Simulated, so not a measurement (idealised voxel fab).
process module | voxel self aligned contacts
cross-section cut | 235 nm wide | cells 5 nm
A cross-section is a grid of square cells, given in bands from the top down. A band is one or more rows of cells.
Each band's line starts with the height of the band's top and of its bottom, in nm. Then come its materials from left to right, each with its width in nm. One material with "throughout" fills the band from edge to edge. "air" is empty space.
Height 0 is the level under which the wafer as received is all one material. The lowest band goes on downwards, as in "0 down".
A width such as "30 to 40" changes by the same amount from each row of cells to the next, from the band's top row to its bottom row.
"no change" after a step means that no cell of the cross-section changed.
closed voids: empty space of 8 cells or more with no open way to the top, each as width x height at its distance from the left edge, in nm
after a step's settings: what the simulator itself notes on the step
overlay nm, on a step with a mask: how far to the right of its planned place the mask lay; to the left if negative
plan
1 op RECEIVE | material Si
2 op CONFORMAL_DEP | material SiO2 | thk nm 5
3 op DIRECTIONAL_DEP | material polySi | thk nm 30
4 op DIRECTIONAL_DEP | material SiN | thk nm 20
5 op DIRECTIONAL_DEP | material aC | thk nm 15
6 op PATTERN | tone cover | mask id GATE | material resist | width nm 25 | pitch nm 60 | thk nm 30 | overlay nm 0
7 op DIRECTIONAL_ETCH | etch materials aC | depth nm 15
8 op STRIP | etch materials resist
9 op DIRECTIONAL_ETCH | etch materials SiN | depth nm 20
10 op DIRECTIONAL_ETCH | etch materials polySi | depth nm 30
11 op STRIP | etch materials aC
12 op CONFORMAL_DEP | material SiN | thk nm 10
13 op DIRECTIONAL_ETCH | etch materials SiN | depth nm 10
14 op FILL_DEP | material SiO2 | thk nm 15
15 op CMP | height nm 65
16 op MASKED_ETCH | tone open | mask id CONTACT | width nm 45 | pitch nm 60 | etch materials SiO2 | depth nm 65 | overlay nm 0
17 op CONFORMAL_DEP | material TiN | thk nm 5
18 op FILL_DEP | material W | thk nm 5
19 op CMP | height nm 65
20 op CONFORMAL_DEP | material SiN | thk nm 5
as received, after step 1
  0 down: Si throughout
  closed voids: none
first wafer at the end, as planned
  70 to 65: SiN throughout
  65 to 55: SiO2 65 | TiN 5 to 20 | W 35 to 5 | TiN 5 to 20 | SiO2 15 | TiN 5 to 20 | W 35 to 5 | TiN 5 to 20 | SiO2 65
  55 to 35: SiO2 35 | SiN 45 | TiN 5 | W 5 | TiN 5 | SiN 45 | TiN 5 | W 5 | TiN 5 | SiN 45 | SiO2 35
  35 to 5: SiO2 35 | SiN 10 | polySi 25 | SiN 10 | TiN 5 | W 5 | TiN 5 | SiN 10 | polySi 25 | SiN 10 | TiN 5 | W 5 | TiN 5 | SiN 10 | polySi 25 | SiN 10 | SiO2 35
  5 to 0: SiO2 80 | TiN 15 | SiO2 45 | TiN 15 | SiO2 80
  0 down: Si throughout
  closed voids: none
second wafer at the end: like start, like plan, one mistake
  70 to 65: SiN throughout
  65 to 55: SiO2 65 | TiN 5 to 10 | W 35 to 5 | TiN 5 to 30 | SiO2 15 | TiN 5 to 10 | W 35 to 5 | TiN 5 to 30 | SiO2 65
  55 to 35: SiO2 25 | SiN 45 | TiN 5 | W 5 | TiN 5 | SiN 45 | TiN 5 | W 5 | TiN 5 | SiN 45 | SiO2 45
  35 to 5: SiO2 25 | SiN 10 | polySi 25 | SiN 10 | TiN 5 | W 5 | TiN 5 | SiN 10 | polySi 25 | SiN 10 | TiN 5 | W 5 | TiN 5 | SiN 10 | polySi 25 | SiN 10 | SiO2 45
  5 to 0: SiO2 70 | TiN 15 | SiO2 45 | TiN 15 | SiO2 90
  0 down: Si throughout
  closed voids: none
what went wrong: step 6 ran as: op PATTERN | tone cover | mask id GATE | material resist | width nm 25 | pitch nm 60 | thk nm 30 | overlay nm -10
at the end the second wafer has, in cells: as many of each material as the first, in other places
